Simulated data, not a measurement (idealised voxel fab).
process module | voxel wiring stack
cross-section cut | 200 nm wide | cells 5 nm
A cross-section is a grid of square cells, given in bands from the top down. A band is one or more rows of cells.
Each band's line starts with the height of the band's top and of its bottom, in nm. Then come its materials from left to right, each with its width in nm. One material with "throughout" fills the band from edge to edge. "air" is empty space.
Height 0 is the level under which the wafer as received is all one material. The lowest band goes on downwards, as in "0 down".
A width such as "30 to 40" changes by the same amount from each row of cells to the next, from the band's top row to its bottom row.
"no change" after a step means that no cell of the cross-section changed.
closed voids: empty space of 8 cells or more with no open way to the top, each as width x height at its distance from the left edge, in nm
after a step's settings: what the simulator itself notes on the step
overlay nm, on a step with a mask: how far to the right of its planned place the mask lay; to the left if negative
plan
1 op RECEIVE | material Si
2 op CONFORMAL_DEP | material SiO2 | thk nm 15
3 op DIRECTIONAL_DEP | material TiN | thk nm 5
4 op DIRECTIONAL_DEP | material W | thk nm 25
5 op PATTERN | tone cover | mask id METAL_1 | material resist | width nm 25 | pitch nm 55 | thk nm 20 | overlay nm 0
6 op DIRECTIONAL_ETCH | etch materials W | depth nm 25
7 op DIRECTIONAL_ETCH | etch materials TiN | depth nm 5
8 op STRIP | etch materials resist
9 op CONFORMAL_DEP | material SiCN | thk nm 5
10 op FILL_DEP | material lowk | thk nm 5
11 op CMP | height nm 45
12 op CONFORMAL_DEP | material SiCN | thk nm 5
13 op DIRECTIONAL_DEP | material lowk | thk nm 20
14 op DIRECTIONAL_DEP | material aC | thk nm 15
15 op PATTERN | tone open | mask id PLUG_1 | material resist | width nm 15 | thk nm 30 | overlay nm 0
16 op DIRECTIONAL_ETCH | etch materials aC | depth nm 15
17 op STRIP | etch materials resist
18 op DIRECTIONAL_ETCH | etch materials lowk | depth nm 20
19 op DIRECTIONAL_ETCH | etch materials SiCN | depth nm 5
20 op STRIP | etch materials aC
21 op EPI | material Ru | thk nm 10
22 op EPI | material Ru | thk nm 10
23 op EPI | material Ru | thk nm 5
24 op DIRECTIONAL_DEP | material TiN | thk nm 5
25 op DIRECTIONAL_DEP | material Ru | thk nm 20
26 op DIRECTIONAL_DEP | material aC | thk nm 15
27 op PATTERN | tone cover | mask id METAL_2 | material resist | width nm 25 | pitch nm 55 | thk nm 30 | overlay nm 0
28 op DIRECTIONAL_ETCH | etch materials aC | depth nm 15
29 op STRIP | etch materials resist
30 op DIRECTIONAL_ETCH | etch materials Ru | depth nm 20
31 op DIRECTIONAL_ETCH | etch materials TiN | depth nm 5
32 op STRIP | etch materials aC
33 op CONFORMAL_DEP | material SiN | thk nm 5
34 op FILL_DEP | material SiO2 | thk nm 10
35 op CMP | height nm 95
36 op CONFORMAL_DEP | material SiCN | thk nm 5
37 op DIRECTIONAL_DEP | material lowk | thk nm 10
38 op DIRECTIONAL_DEP | material aC | thk nm 10
39 op PATTERN | tone open | mask id PLUG_2 | material resist | width nm 15 | pitch nm 55 | thk nm 25 | overlay nm 0
40 op DIRECTIONAL_ETCH | etch materials aC | depth nm 10
41 op STRIP | etch materials resist
42 op DIRECTIONAL_ETCH | etch materials lowk | depth nm 10
43 op DIRECTIONAL_ETCH | etch materials SiCN | depth nm 5
44 op STRIP | etch materials aC
45 op CONFORMAL_DEP | material TiN | thk nm 5
46 op FILL_DEP | material Ru | thk nm 10
47 op CMP | height nm 110
48 op CONFORMAL_DEP | material SiN | thk nm 5
49 op DIRECTIONAL_DEP | material SiO2 | thk nm 25
50 op PATTERN | tone open | mask id METAL_3 | material resist | width nm 25 | pitch nm 55 | thk nm 20 | overlay nm 0
51 op DIRECTIONAL_ETCH | etch materials SiO2 | depth nm 25
52 op DIRECTIONAL_ETCH | etch materials SiN | depth nm 5
53 op STRIP | etch materials resist
54 op CONFORMAL_DEP | material TiN | thk nm 5
55 op FILL_DEP | material Cu | thk nm 10
56 op CMP | height nm 140
57 op CONFORMAL_DEP | material SiCN | thk nm 5
varied across the wafers: width nm of step 39. The plan shows the first wafer's value. All wafers start alike
first wafer as received, after step 1
  0 down: Si throughout
  closed voids: none
each wafer at the end: cells of each material gained (+) or lost (-) since it was received, then its closed voids
width nm 15 | +30 Cu | +59 Ru | +161 SiCN | +76 SiN | +374 SiO2 | +64 TiN | +50 W | +346 lowk | closed voids: none
width nm 20 | +30 Cu | +63 Ru | +159 SiCN | +76 SiN | +374 SiO2 | +66 TiN | +50 W | +342 lowk | closed voids: none
width nm 25 | +30 Cu | +67 Ru | +157 SiCN | +76 SiN | +374 SiO2 | +68 TiN | +50 W | +338 lowk | closed voids: none
width nm 30 | +30 Cu | +71 Ru | +155 SiCN | +76 SiN | +374 SiO2 | +70 TiN | +50 W | +334 lowk | closed voids: none
